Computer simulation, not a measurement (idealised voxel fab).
Herein follows the process module entitled voxel ribs on slabs.
Cross-section cut spans 270 nm and uses square cells 5 nm in size.
Cross-sections here: square-cell grids, written as top-down lists of bands, a band being one or more rows of cells.
This entry defines a band. It first specifies the height of the band's top and the height of its bottom in nm, and then specifies the band's materials from left to right, stating each material with its width in nm. The word "all across" identifies a single material that fills the band from edge to edge, while the word "blank" identifies empty space.
Note: height 0 marks the level under which the wafer is uniformly one material as received. Lowest band unbounded below, written "from 0 down".
The notation "30->40" denotes a width that varies across the rows of cells in the band, beginning at the first number in the top row, finishing at the second number in the bottom row, and changing by an identical amount from each row to the next.
Where a step carries "all unchanged", the cross-section came out of it unchanged, cell for cell.
Each empty space that has no open way to the top and spans at least 8 cells appears under "Voids lacking openings" as width x height at distance, the distance counted from the left edge, all in nm.
That trailing text on a step's line, after the settings, is the simulator's own remark on the step.
If you see "overlay nm" on a step's line and that step has a mask, it's telling you how far right of where it was planned the mask ended up; a negative number means it went left instead.

## Intended process steps
| 1 | RECEIVE [material Si] |
| 2 | DIRECTIONAL_DEP [material SiO2] [thk nm 25] |
| 3 | DIRECTIONAL_DEP [material polySi] [thk nm 25] |
| 4 | DIRECTIONAL_DEP [material aC] [thk nm 15] |
| 5 | PATTERN [tone cover] [mask id RIB] [material resist] [width nm 15] [thk nm 35] [overlay nm 0] |
| 6 | DIRECTIONAL_ETCH [etch materials aC] [depth nm 15] |
| 7 | STRIP [etch materials resist] |
| 8 | DIRECTIONAL_ETCH [etch materials polySi] [depth nm 15] |
| 9 | STRIP [etch materials aC] |
| 10 | PATTERN [tone cover] [mask id SLAB] [material resist] [width nm 65] [thk nm 20] [overlay nm 0] |
| 11 | DIRECTIONAL_ETCH [etch materials polySi] [depth nm 10] |
| 12 | STRIP [etch materials resist] |
| 13 | FILL_DEP [material SiO2] [thk nm 20] |
| 14 | CMP [height nm 60] |
| 15 | DIRECTIONAL_DEP [material W] [thk nm 5] |
| 16 | DIRECTIONAL_DEP [material aC] [thk nm 10] |
| 17 | PATTERN [tone cover] [mask id HEATER] [material resist] [width nm 25] [thk nm 30] [overlay nm 0] |
| 18 | DIRECTIONAL_ETCH [etch materials aC] [depth nm 10] |
| 19 | STRIP [etch materials resist] |
| 20 | DIRECTIONAL_ETCH [etch materials W] [depth nm 5] |
| 21 | STRIP [etch materials aC] |
| 22 | CONFORMAL_DEP [material SiO2] [thk nm 5] |
Heads up: all these wafers start the same, and what changes between them is the width nm in step 10. The value you see in the plan is just what the first wafer got.

## So this is the first of several wafers, cross-sectioned as it came to us, meaning it's at the end of step 1
from 0 down = Si all across
Voids lacking openings: none

## each wafer at the end: cells of each material gained (+) or lost (-) since it was received, then its closed voids
width nm 65, +669 SiO2, +5 W, +35 polySi, Voids lacking openings: none
width nm 70, +667 SiO2, +5 W, +37 polySi, Voids lacking openings: none
width nm 75, +665 SiO2, +5 W, +39 polySi, Voids lacking openings: none
width nm 80, +663 SiO2, +5 W, +41 polySi, Voids lacking openings: none
width nm 85, +661 SiO2, +5 W, +43 polySi, Voids lacking openings: none
width nm 90, +659 SiO2, +5 W, +45 polySi, Voids lacking openings: none
